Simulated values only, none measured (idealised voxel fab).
process module | voxel lift off
Cross-section cut: width 175 nm, square cells of 5 nm.
We lay out every cross-section as a grid of square cells and spell it out in bands from the top down, where one band means one or more rows of cells.
Heights first: top, then bottom, in nm. Then materials, left to right, each with a width in nm. "everywhere" on a single material: fills the band edge to edge. "blank": empty space.
All heights in this document are referenced to 0, defined as the level beneath which the wafer, as received, consists entirely of one material. The lowest band is not bounded below; it extends indefinitely downward and is written in the form "0 nm and below".
Per-row width for "30 to 40": begins at first number (top row of band), ends at second number (bottom row), increment between rows held constant.
A step reported as "no change occurred" is a step in which no cell of the cross-section changed.
Closed empty spaces (no open way to the top) of 8 cells or more are what "Closed cavity list" lists, each as width x height at distance from the left edge, nm for all three.
Past the settings on a step's line: simulator remark, on that step.
When a step includes a mask, the "overlay nm" setting on its line states how far to the right of its planned place that mask lay, and negative values state how far to the left.
Steps planned for the process
1. RECEIVE with material Si
2. CONFORMAL_DEP with material SiN, thk nm 10
3. PATTERN with tone open, mask id LINES, material resist, width nm 15, pitch nm 45, thk nm 20, overlay nm 0
4. DIRECTIONAL_DEP with material Ru, thk nm 10
5. STRIP with etch materials resist
6. CONFORMAL_DEP with material SiN, thk nm 5
The first of two wafers, run as planned
Cross-section of the wafer as it came to us, i.e., already through step 1
	0 nm and below: Si everywhere
	Closed cavity list: none
State of the wafer after step 2, shown in cross-section
	10 nm to 0 nm: SiN everywhere
	Heights below 0 show no change.
State of the wafer after step 3, shown in cross-section
	30 nm to 10 nm: resist (35), then blank (15), then resist (30), then blank (15), then resist (30), then blank (15), then resist (35)
	Heights below 10 show no change.
State of the wafer after step 4, shown in cross-section
	40 nm to 30 nm: Ru (35), then blank (15), then Ru (30), then blank (15), then Ru (30), then blank (15), then Ru (35)
	30 nm to 20 nm: resist (35), then blank (15), then resist (30), then blank (15), then resist (30), then blank (15), then resist (35)
	20 nm to 10 nm: resist (35), then Ru (15), then resist (30), then Ru (15), then resist (30), then Ru (15), then resist (35)
	Heights below 10 show no change.
State of the wafer after step 5, shown in cross-section
	20 nm to 10 nm: blank (35), then Ru (15), then blank (30), then Ru (15), then blank (30), then Ru (15), then blank (35)
	Heights below 10 show no change.
State of the wafer after step 6, shown in cross-section
	25 nm to 20 nm: blank (30), then SiN (25), then blank (20), then SiN (25), then blank (20), then SiN (25), then blank (30)
	20 nm to 15 nm: blank (30), then SiN (5), then Ru (15), then SiN (5), then blank (20), then SiN (5), then Ru (15), then SiN (5), then blank (20), then SiN (5), then Ru (15), then SiN (5), then blank (30)
	15 nm to 10 nm: SiN (35), then Ru (15), then SiN (30), then Ru (15), then SiN (30), then Ru (15), then SiN (35)
	Heights below 10 show no change.
The Second Wafer: Common Origin and Plan, One Mistake in Execution, Identical to the First Through Step 1
Cross-section of the second wafer corresponding to the planned conclusion of step 2: no change occurred
Cross-section of the second wafer corresponding to the planned conclusion of step 3
	20 nm to 0 nm: resist (35), then blank (15), then resist (30), then blank (15), then resist (30), then blank (15), then resist (35)
	Heights below 0 show no change.
Cross-section of the second wafer corresponding to the planned conclusion of step 4
	30 nm to 20 nm: Ru (35), then blank (15), then Ru (30), then blank (15), then Ru (30), then blank (15), then Ru (35)
	20 nm to 10 nm: resist (35), then blank (15), then resist (30), then blank (15), then resist (30), then blank (15), then resist (35)
	10 nm to 0 nm: resist (35), then Ru (15), then resist (30), then Ru (15), then resist (30), then Ru (15), then resist (35)
	Heights below 0 show no change.
Cross-section of the second wafer corresponding to the planned conclusion of step 5
	10 nm to 0 nm: blank (35), then Ru (15), then blank (30), then Ru (15), then blank (30), then Ru (15), then blank (35)
	Heights below 0 show no change.
Cross-section of the second wafer corresponding to the planned conclusion of step 6
	15 nm to 10 nm: blank (30), then SiN (25), then blank (20), then SiN (25), then blank (20), then SiN (25), then blank (30)
	10 nm to 5 nm: blank (30), then SiN (5), then Ru (15), then SiN (5), then blank (20), then SiN (5), then Ru (15), then SiN (5), then blank (20), then SiN (5), then Ru (15), then SiN (5), then blank (30)
	5 nm to 0 nm: SiN (35), then Ru (15), then SiN (30), then Ru (15), then SiN (30), then Ru (15), then SiN (35)
	Heights below 0 show no change.
What broke from the plan during processing? plan step 2 never ran because it was skipped
It is noted that, at the conclusion of processing, the second wafer exhibits a higher or lower cell count for certain materials relative to the first: 70 fewer of SiN
